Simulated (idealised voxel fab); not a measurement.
Module name: voxel air gaps (process module)
The width of the displayed cross-section, cut, is 185 nm; its cells are square, with a size of 5 nm.
Cross-section = grid of square cells, listed top down in bands; band = one or more rows. Band: top and bottom heights (nm) first, top before bottom; then materials from left to right, widths in nm. "edge to edge" marks a sole material filling the band edge to edge. "empty" denotes empty space. Heights are measured from 0, the level below which the as-received wafer is all one material; the lowest band has no bottom and continues downward, written as in "from 0 down". A width such as "30 to 40" changes by the same amount from each row of cells to the next, from the band's top row to its bottom row. "no modification" means the step left every cell of the cross-section as it was. This entry, "Trapped void list", enumerates those empty regions of no fewer than 8 cells that possess no open connection to the top. Each region is reported in the form width x height at distance, the distance being taken from the left edge, with all three quantities expressed in nm. Whatever follows a step's settings on its line is a remark the simulator itself makes about that step. "overlay nm" denotes, for a step that has a mask, the displacement of the mask to the right of its planned place, with negative values corresponding to the left.
**Intended process steps**
| 1 | RECEIVE, material Si |
| 2 | CONFORMAL_DEP, material SiO2, thk nm 15 |
| 3 | CONFORMAL_DEP, material SiN, thk nm 5 |
| 4 | DIRECTIONAL_DEP, material SiO2, thk nm 40 |
| 5 | PATTERN, tone open, mask id LINES, material resist, width nm 25, pitch nm 50, thk nm 15, overlay nm 0 |
| 6 | DIRECTIONAL_ETCH, etch materials SiO2, depth nm 40 |
| 7 | STRIP, etch materials resist |
| 8 | CONFORMAL_DEP, material TiN, thk nm 5 |
| 9 | FILL_DEP, material W, thk nm 10 |
| 10 | CMP, height nm 60 |
| 11 | EPI, material Ru, thk nm 10 |
| 12 | SELECTIVE_ETCH, etch materials SiO2, depth nm 50 |
| 13 | CONFORMAL_DEP, material SiCN, thk nm 5 |
**What follows covers the first of two wafers; it ran as planned**
**Here's what the wafer looked like in cross-section when it arrived - that's after step 1**
  from 0 down = Si edge to edge
  Trapped void list: none
**after step 2**
  from 15 to 0 = SiO2 edge to edge
  All layers under 0 are left as they were.
**after step 3**
  from 20 to 15 = SiN edge to edge
  All layers under 15 are left as they were.
**after step 4**
  from 60 to 20 = SiO2 edge to edge
  All layers under 20 are left as they were.
**after step 5**
  from 75 to 60 = resist: 30, empty: 25, resist: 25, empty: 25, resist: 25, empty: 25, resist: 30
  All layers under 60 are left as they were.
**after step 6**
  from 75 to 60 = resist: 30, empty: 25, resist: 25, empty: 25, resist: 25, empty: 25, resist: 30
  from 60 to 20 = SiO2: 30, empty: 25, SiO2: 25, empty: 25, SiO2: 25, empty: 25, SiO2: 30
  All layers under 20 are left as they were.
**after step 7**
  from 60 to 20 = SiO2: 30, empty: 25, SiO2: 25, empty: 25, SiO2: 25, empty: 25, SiO2: 30
  All layers under 20 are left as they were.
**after step 8**
  from 65 to 60 = TiN: 35, empty: 15, TiN: 35, empty: 15, TiN: 35, empty: 15, TiN: 35
  from 60 to 25 = SiO2: 30, TiN: 5, empty: 15, TiN: 5, SiO2: 25, TiN: 5, empty: 15, TiN: 5, SiO2: 25, TiN: 5, empty: 15, TiN: 5, SiO2: 30
  from 25 to 20 = SiO2: 30, TiN: 25, SiO2: 25, TiN: 25, SiO2: 25, TiN: 25, SiO2: 30
  All layers under 20 are left as they were.
**after step 9**
  from 75 to 65 = W edge to edge
  from 65 to 60 = TiN: 35, W: 15, TiN: 35, W: 15, TiN: 35, W: 15, TiN: 35
  from 60 to 25 = SiO2: 30, TiN: 5, W: 15, TiN: 5, SiO2: 25, TiN: 5, W: 15, TiN: 5, SiO2: 25, TiN: 5, W: 15, TiN: 5, SiO2: 30
  All layers under 25 are left as they were.
**after step 10**
  from 60 to 25 = SiO2: 30, TiN: 5, W: 15, TiN: 5, SiO2: 25, TiN: 5, W: 15, TiN: 5, SiO2: 25, TiN: 5, W: 15, TiN: 5, SiO2: 30
  All layers under 25 are left as they were.
**after step 11**
  from 70 to 60 = empty: 20, Ru: 45, empty: 5, Ru: 45, empty: 5, Ru: 45, empty: 20
  All layers under 60 are left as they were.
**after step 12**
  from 70 to 60 = empty: 20, Ru: 45, empty: 5, Ru: 45, empty: 5, Ru: 45, empty: 20
  from 60 to 25 = empty: 30, TiN: 5, W: 15, TiN: 5, empty: 25, TiN: 5, W: 15, TiN: 5, empty: 25, TiN: 5, W: 15, TiN: 5, empty: 30
  from 25 to 20 = empty: 30, TiN: 25, empty: 25, TiN: 25, empty: 25, TiN: 25, empty: 30
  All layers under 20 are left as they were.
**after step 13**
  from 75 to 70 = empty: 15, SiCN: 155, empty: 15
  from 70 to 60 = empty: 15, SiCN: 5, Ru: 45, SiCN: 5, Ru: 45, SiCN: 5, Ru: 45, SiCN: 5, empty: 15
  from 60 to 55 = empty: 15, SiCN: 15, TiN: 5, W: 15, TiN: 5, SiCN: 25, TiN: 5, W: 15, TiN: 5, SiCN: 25, TiN: 5, W: 15, TiN: 5, SiCN: 15, empty: 15
  from 55 to 25 = empty: 25, SiCN: 5, TiN: 5, W: 15, TiN: 5, SiCN: 5, empty: 15, SiCN: 5, TiN: 5, W: 15, TiN: 5, SiCN: 5, empty: 15, SiCN: 5, TiN: 5, W: 15, TiN: 5, SiCN: 5, empty: 25
  from 25 to 20 = SiCN: 30, TiN: 25, SiCN: 25, TiN: 25, SiCN: 25, TiN: 25, SiCN: 30
  All layers under 20 are left as they were.
  Trapped void list: 15 x 30 at 60; 15 x 30 at 110
**Companion wafer, the second of two: same beginning, same intended sequence, one mistake in carrying it out; through step 10 inclusive it tracks the first exactly**
**The second wafer in cross-section, at the planned close of step 11**
  from 80 to 60 = empty: 10, Ru: 165, empty: 10
  All layers under 60 are left as they were.
**The second wafer in cross-section, at the planned close of step 12**
  from 80 to 60 = empty: 10, Ru: 165, empty: 10
  from 60 to 25 = empty: 30, TiN: 5, W: 15, TiN: 5, SiO2: 25, TiN: 5, W: 15, TiN: 5, SiO2: 25, TiN: 5, W: 15, TiN: 5, empty: 30
  from 25 to 20 = empty: 30, TiN: 25, SiO2: 25, TiN: 25, SiO2: 25, TiN: 25, empty: 30
  All layers under 20 are left as they were.
**The second wafer in cross-section, at the planned close of step 13**
  from 85 to 80 = empty: 5, SiCN: 175, empty: 5
  from 80 to 60 = empty: 5, SiCN: 5, Ru: 165, SiCN: 5, empty: 5
  from 60 to 55 = empty: 5, SiCN: 25, TiN: 5, W: 15, TiN: 5, SiO2: 25, TiN: 5, W: 15, TiN: 5, SiO2: 25, TiN: 5, W: 15, TiN: 5, SiCN: 25, empty: 5
  from 55 to 25 = empty: 25, SiCN: 5, TiN: 5, W: 15, TiN: 5, SiO2: 25, TiN: 5, W: 15, TiN: 5, SiO2: 25, TiN: 5, W: 15, TiN: 5, SiCN: 5, empty: 25
  from 25 to 20 = SiCN: 30, TiN: 25, SiO2: 25, TiN: 25, SiO2: 25, TiN: 25, SiCN: 30
  All layers under 20 are left as they were.
Against the plan, the run slipped here: step 11 of the plan saw execution twice
In the final state, the cell counts of the second wafer exceed or fall short of those of the first for the following materials: +78 Ru, -36 SiCN, +80 SiO2
End state: 2 closed voids on the first wafer, 0 on the second.
